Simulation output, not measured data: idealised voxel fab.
Documented hereafter: the process module known as voxel air gaps.
The cross-section on display is named cut; it measures 295 nm wide, and its cells are 5 nm squares.
Cross-section format: a grid of square cells, given as bands from top to bottom; each band is one or more rows of cells. For a band, the entry starts with two heights in nm, that of the top and then that of the bottom, and carries on with the band's materials in order from left to right, each alongside its width in nm; the word "throughout" beside a single material means it fills the band edge to edge, and "empty" means empty space. For the purposes of this specification, 0 denotes the height below which the wafer in its as-received condition is composed wholly of one material, and the lowermost band, lacking a lower limit, extends downward without end, as expressed in "0 -> down". Width spec "30 to 40" -> top row of cells at first value, bottom row at second value, equal per-row change in between. You'll sometimes find "remained unchanged" written for a step, and that's the way of saying that nowhere in the cross-section did a cell change during that step. Closed-off voids of 8+ cells (no open route to the top) go in "Tabulated closed voids", written width x height at distance from the left edge, in nm. Anything after a step's settings on that line? It's the simulator's own note about the step. overlay nm, on a step with a mask: how far to the right of its planned place the mask lay; to the left if negative.

**Steps in the process plan**
1,RECEIVE (material Si)
2,CONFORMAL_DEP (material SiO2; thk nm 10)
3,CONFORMAL_DEP (material SiCN; thk nm 5)
4,DIRECTIONAL_DEP (material SiO2; thk nm 30)
5,PATTERN (tone open; mask id LINES; material resist; width nm 25; pitch nm 55; thk nm 15; overlay nm 0)
6,DIRECTIONAL_ETCH (etch materials SiO2; depth nm 30)
7,STRIP (etch materials resist)
8,CONFORMAL_DEP (material TiN; thk nm 5)
9,FILL_DEP (material Ru; thk nm 5)
10,CMP (height nm 45)
11,EPI (material Ru; thk nm 10)
12,SELECTIVE_ETCH (etch materials SiO2; depth nm 40)
13,CONFORMAL_DEP (material SiCN; thk nm 5)

**as received, after step 1**
	0 -> down | Si throughout
	Tabulated closed voids: none

**The cross-section shown corresponds to the wafer at the conclusion of the module. The initial structure and the process plan are those presented above; however, one mistake occurred in executing the plan**
	60 -> 55 | SiCN throughout
	55 -> 45 | Ru: 60, then SiCN: 5, then Ru: 50, then SiCN: 5, then Ru: 50, then SiCN: 5, then Ru: 50, then SiCN: 5, then Ru: 65
	45 -> 40 | Ru: 45, then TiN: 5, then SiCN: 25, then TiN: 5, then Ru: 20, then TiN: 5, then SiCN: 25, then TiN: 5, then Ru: 20, then TiN: 5, then SiCN: 25, then TiN: 5, then Ru: 20, then TiN: 5, then SiCN: 25, then TiN: 5, then Ru: 50
	40 -> 20 | Ru: 45, then TiN: 5, then SiCN: 5, then empty: 15, then SiCN: 5, then TiN: 5, then Ru: 20, then TiN: 5, then SiCN: 5, then empty: 15, then SiCN: 5, then TiN: 5, then Ru: 20, then TiN: 5, then SiCN: 5, then empty: 15, then SiCN: 5, then TiN: 5, then Ru: 20, then TiN: 5, then SiCN: 5, then empty: 15, then SiCN: 5, then TiN: 5, then Ru: 50
	20 -> 15 | TiN: 50, then SiCN: 25, then TiN: 30, then SiCN: 25, then TiN: 30, then SiCN: 25, then TiN: 30, then SiCN: 25, then TiN: 55
	15 -> 10 | SiCN throughout
	10 -> 0 | SiO2 throughout
	0 -> down | Si throughout
	Tabulated closed voids: 15 x 20 at 55; 15 x 20 at 110; 15 x 20 at 165; 15 x 20 at 220
Against the plan, the run slipped here: it should be noted that step 5 was executed with settings other than those planned, the operation and settings actually applied being PATTERN (tone cover; mask id LINES; material resist; width nm 25; pitch nm 55; thk nm 15; overlay nm 0)
